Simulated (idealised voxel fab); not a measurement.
Process module name: voxel lift off
Section cut is 255 nm wide and gridded with 5 nm square cells.
A cross-section is a grid of square cells, given in bands from the top down. A band is one or more rows of cells.
What a band's entry tells you: where the top is and where the bottom is, as heights in nm, and after that what lies inside, material by material from left to right, each with its width in nm. Empty space is written as the word "blank", and a single material marked with the word "all across" occupies the band from edge to edge.
Height datum 0, below which the as-received substrate wafer is one material. Lowest band open at the bottom, running downward: "0..down".
Top row gets the first number, bottom row gets the second, and each row in between changes by the same step: that is how a band width like "30->40" works.
For the purposes of this document, the phrase "left unchanged" attached to a step denotes that no cell within the cross-section was modified by that step.
The label "Voids, enclosed" introduces a list of the empty spaces, 8 cells or larger, that have no open way up to the top; each entry in it reads width x height at distance, where the distance is taken from the left edge and all three are stated in nm.
Read whatever lies past the settings on a step's line as the simulator's own remark about the step.
The setting "overlay nm" may be written on the line of a step. When the step uses a mask, the value reports how far to the right of the planned place the mask lay, and a negative value reports that it lay to the left.
Planned process steps:
1. RECEIVE,material Si
2. CONFORMAL_DEP,material SiO2,thk nm 15
3. PATTERN,tone open,mask id LINES,material resist,width nm 20,pitch nm 50,thk nm 20,overlay nm 0
4. DIRECTIONAL_DEP,material Ru,thk nm 10
5. STRIP,etch materials resist
6. CONFORMAL_DEP,material SiO2,thk nm 5
First of two wafers, with the run carried out as planned:
Received-state cross-section, reflecting completion of step 1:
* 0..down | Si all across
* Voids, enclosed: none
How the wafer stands in section after step 2:
* 15..0 | SiO2 all across
* Everything below 0 is unchanged.
How the wafer stands in section after step 3:
* 35..15 | resist: 40, blank: 20, resist: 30, blank: 20, resist: 30, blank: 20, resist: 30, blank: 20, resist: 45
* Everything below 15 is unchanged.
How the wafer stands in section after step 4:
* 45..35 | Ru: 40, blank: 20, Ru: 30, blank: 20, Ru: 30, blank: 20, Ru: 30, blank: 20, Ru: 45
* 35..25 | resist: 40, blank: 20, resist: 30, blank: 20, resist: 30, blank: 20, resist: 30, blank: 20, resist: 45
* 25..15 | resist: 40, Ru: 20, resist: 30, Ru: 20, resist: 30, Ru: 20, resist: 30, Ru: 20, resist: 45
* Everything below 15 is unchanged.
How the wafer stands in section after step 5:
* 25..15 | blank: 40, Ru: 20, blank: 30, Ru: 20, blank: 30, Ru: 20, blank: 30, Ru: 20, blank: 45
* Everything below 15 is unchanged.
How the wafer stands in section after step 6:
* 30..25 | blank: 35, SiO2: 30, blank: 20, SiO2: 30, blank: 20, SiO2: 30, blank: 20, SiO2: 30, blank: 40
* 25..20 | blank: 35, SiO2: 5, Ru: 20, SiO2: 5, blank: 20, SiO2: 5, Ru: 20, SiO2: 5, blank: 20, SiO2: 5, Ru: 20, SiO2: 5, blank: 20, SiO2: 5, Ru: 20, SiO2: 5, blank: 40
* 20..15 | SiO2: 40, Ru: 20, SiO2: 30, Ru: 20, SiO2: 30, Ru: 20, SiO2: 30, Ru: 20, SiO2: 45
* Everything below 15 is unchanged.
Second wafer - shared start and plan with the first - one error in running - same as the first up to step 3 inclusive:
Cross-section of the second wafer when, according to plan, step 4 should have finished: left unchanged
Cross-section of the second wafer when, according to plan, step 5 should have finished:
* 15..0 | SiO2 all across
* Everything below 0 is unchanged.
Cross-section of the second wafer when, according to plan, step 6 should have finished:
* 20..0 | SiO2 all across
* Everything below 0 is unchanged.
Here's what went sideways: step 4 of the plan was excluded from execution and never run
Cell-count delta at end, second wafer over first, by material: Ru -32 | SiO2 -16
